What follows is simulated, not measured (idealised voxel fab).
process module | voxel ribs on slabs
cross-section cut | 185 nm wide | cells 5 nm
A cross-section is a grid of square cells, given in bands from the top down. A band is one or more rows of cells.
Each band's line starts with the height of the band's top and of its bottom, in nm. Then come its materials from left to right, each with its width in nm. One material with "throughout" fills the band from edge to edge. "air" is empty space.
Height 0 is the level under which the wafer as received is all one material. The lowest band goes on downwards, as in "0 down".
A width such as "30 to 40" changes by the same amount from each row of cells to the next, from the band's top row to its bottom row.
"no change" after a step means that no cell of the cross-section changed.
closed voids: empty space of 8 cells or more with no open way to the top, each as width x height at its distance from the left edge, in nm
after a step's settings: what the simulator itself notes on the step
overlay nm, on a step with a mask: how far to the right of its planned place the mask lay; to the left if negative
plan
1 op RECEIVE | material Si
2 op DIRECTIONAL_DEP | material SiO2 | thk nm 20
3 op DIRECTIONAL_DEP | material SiN | thk nm 15
4 op PATTERN | tone cover | mask id RIB | material resist | width nm 15 | thk nm 20 | overlay nm 0
5 op DIRECTIONAL_ETCH | etch materials SiN | depth nm 5
6 op STRIP | etch materials resist
7 op DIRECTIONAL_DEP | material aC | thk nm 10
8 op PATTERN | tone cover | mask id SLAB | material resist | width nm 65 | thk nm 30 | overlay nm 0
9 op DIRECTIONAL_ETCH | etch materials aC | depth nm 10
10 op STRIP | etch materials resist
11 op DIRECTIONAL_ETCH | etch materials SiN | depth nm 10
12 op STRIP | etch materials aC
13 op FILL_DEP | material SiO2 | thk nm 20
14 op CMP | height nm 50
15 op DIRECTIONAL_DEP | material TiN | thk nm 5
16 op DIRECTIONAL_DEP | material aC | thk nm 15
17 op PATTERN | tone cover | mask id HEATER | material resist | width nm 25 | thk nm 30 | overlay nm 0
18 op DIRECTIONAL_ETCH | etch materials aC | depth nm 15
19 op STRIP | etch materials resist
20 op DIRECTIONAL_ETCH | etch materials TiN | depth nm 5
21 op STRIP | etch materials aC
22 op CONFORMAL_DEP | material SiO2 | thk nm 5
as received, after step 1
  0 down: Si throughout
  closed voids: none
a wafer at the end: this start, this plan, one mistake
  55 to 50: air 75 | SiO2 35 | air 75
  50 to 45: SiO2 80 | TiN 25 | SiO2 80
  45 to 35: SiO2 throughout
  35 to 30: SiO2 85 | SiN 15 | SiO2 85
  30 to 20: SiO2 60 | SiN 65 | SiO2 60
  20 to 0: SiO2 throughout
  0 down: Si throughout
  closed voids: none
what went wrong: step 14 ran as: op CMP | height nm 45
